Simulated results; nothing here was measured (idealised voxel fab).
Documented hereafter: the process module known as voxel capacitor over wiring.
For reference, the cross-section in this document is cut, with width 140 nm and square cells of 5 nm.
In what follows, cross-sections appear as grids of square cells, described through bands that run from the top down, where every band is one or more rows of cells. Band entry format. Leading values: height of top, height of bottom, nm. Remainder: materials in left-to-right order, each with its width in nm. Special words: "throughout" on a single material, which then fills the band edge to edge; "empty", empty space. Height reference: 0 = level under which incoming wafer is all one material. Lowest band: no bottom, runs on downward, e.g. "0 -> down". With a width like "30 to 40", each row of cells in the band differs from the next by the same amount, the top row carrying the first number and the bottom row the second. Where a step carries "nothing got changed", the cross-section came out of it unchanged, cell for cell. Voids not open to the top, 8 cells minimum: see "Closed cavity list". Written width x height at distance; distance is from the left edge; nm. Heads up: the bit after the settings on a step's line is the simulator's remark on that step. You can add "overlay nm" to a step's line. For a step with a mask, it describes how far the mask lay to the right of its planned position, and a negative number describes a lay to the left.

Process steps foreseen in the plan
step 1: RECEIVE: material Si
step 2: CONFORMAL_DEP: material SiO2, thk nm 15
step 3: DIRECTIONAL_DEP: material TiN, thk nm 5
step 4: DIRECTIONAL_DEP: material W, thk nm 20
step 5: MASKED_ETCH: tone cover, mask id METAL_1, width nm 20, pitch nm 80, etch materials W, depth nm 20, overlay nm 0
step 6: MASKED_ETCH: tone cover, mask id METAL_1, width nm 20, pitch nm 80, etch materials TiN, depth nm 5, overlay nm -5
step 7: FILL_DEP: material lowk, thk nm 10
step 8: CMP: height nm 40
step 9: CONFORMAL_DEP: material SiCN, thk nm 5
step 10: DIRECTIONAL_DEP: material lowk, thk nm 10
step 11: PATTERN: tone open, mask id PLUG_1, material resist, width nm 15, thk nm 20, overlay nm 0
step 12: DIRECTIONAL_ETCH: etch materials lowk, depth nm 10
step 13: DIRECTIONAL_ETCH: etch materials SiCN, depth nm 5
step 14: STRIP: etch materials resist
step 15: CONFORMAL_DEP: material TiN, thk nm 5
step 16: FILL_DEP: material Cu, thk nm 10
step 17: CMP: height nm 55
step 18: DIRECTIONAL_DEP: material TiN, thk nm 10
step 19: DIRECTIONAL_DEP: material Al2O3, thk nm 5
step 20: DIRECTIONAL_DEP: material TiN, thk nm 10
step 21: PATTERN: tone cover, mask id UPPER_PLATE, material resist, width nm 65, thk nm 20, overlay nm 0
step 22: DIRECTIONAL_ETCH: etch materials TiN, depth nm 10
step 23: DIRECTIONAL_ETCH: etch materials Al2O3, depth nm 5
step 24: STRIP: etch materials resist
step 25: PATTERN: tone cover, mask id LOWER_PLATE, material resist, width nm 75, thk nm 20, overlay nm 0
step 26: DIRECTIONAL_ETCH: etch materials TiN, depth nm 10
step 27: STRIP: etch materials resist
step 28: FILL_DEP: material SiO2, thk nm 20
step 29: CMP: height nm 95
step 30: MASKED_ETCH: tone open, mask id PLUG_2, width nm 15, etch materials SiO2, depth nm 15, overlay nm 0
step 31: CONFORMAL_DEP: material TiN, thk nm 5
step 32: FILL_DEP: material Ru, thk nm 10
step 33: CMP: height nm 95
step 34: CONFORMAL_DEP: material SiCN, thk nm 5
Among the wafers covered here, the point of difference is the overlay nm at step 6; their starting state is shared, and the plan presents the value of the first wafer.

First of several wafers (as received, post step 1), cross-sectional view
* 0 -> down  Si throughout
* Closed cavity list: none

Cross-section of the first of several wafers, taken after step 34, where the module ends
* 100 -> 95  SiCN throughout
* 95 -> 85  35 SiO2 / 5 TiN / 5 Ru / 5 TiN / 90 SiO2
* 85 -> 80  35 SiO2 / 15 TiN / 90 SiO2
* 80 -> 70  25 SiO2 / 65 TiN / 50 SiO2
* 70 -> 65  25 SiO2 / 65 Al2O3 / 50 SiO2
* 65 -> 55  20 SiO2 / 75 TiN / 45 SiO2
* 55 -> 45  25 lowk / 5 TiN / 5 Cu / 5 TiN / 100 lowk
* 45 -> 40  25 SiCN / 15 TiN / 100 SiCN
* 40 -> 20  20 lowk / 20 W / 60 lowk / 20 W / 20 lowk
* 20 -> 15  15 lowk / 25 TiN / 55 lowk / 25 TiN / 20 lowk
* 15 -> 0  SiO2 throughout
* 0 -> down  Si throughout
* Closed cavity list: none

The module's end: a cross-section of the last wafer
* 100 -> 95  SiCN throughout
* 95 -> 85  35 SiO2 / 5 TiN / 5 Ru / 5 TiN / 90 SiO2
* 85 -> 80  35 SiO2 / 15 TiN / 90 SiO2
* 80 -> 70  25 SiO2 / 65 TiN / 50 SiO2
* 70 -> 65  25 SiO2 / 65 Al2O3 / 50 SiO2
* 65 -> 55  20 SiO2 / 75 TiN / 45 SiO2
* 55 -> 45  25 lowk / 5 TiN / 5 Cu / 5 TiN / 100 lowk
* 45 -> 40  25 SiCN / 15 TiN / 100 SiCN
* 40 -> 20  20 lowk / 20 W / 60 lowk / 20 W / 20 lowk
* 20 -> 15  20 lowk / 25 TiN / 55 lowk / 25 TiN / 15 lowk
* 15 -> 0  SiO2 throughout
* 0 -> down  Si throughout
* Closed cavity list: none

Below, a row for every wafer. Read it as the end-of-module picture: for each material the wafer shows its cells gained (+) or lost (-) since it was received, and then its closed voids
overlay nm -5, +13 Al2O3, +2 Cu, +2 Ru, +53 SiCN, +230 SiO2, +80 TiN, +32 W, +148 lowk, Closed cavity list: none
overlay nm 0, +13 Al2O3, +2 Cu, +2 Ru, +53 SiCN, +230 SiO2, +78 TiN, +32 W, +150 lowk, Closed cavity list: none
overlay nm 5, +13 Al2O3, +2 Cu, +2 Ru, +53 SiCN, +230 SiO2, +80 TiN, +32 W, +148 lowk, Closed cavity list: none
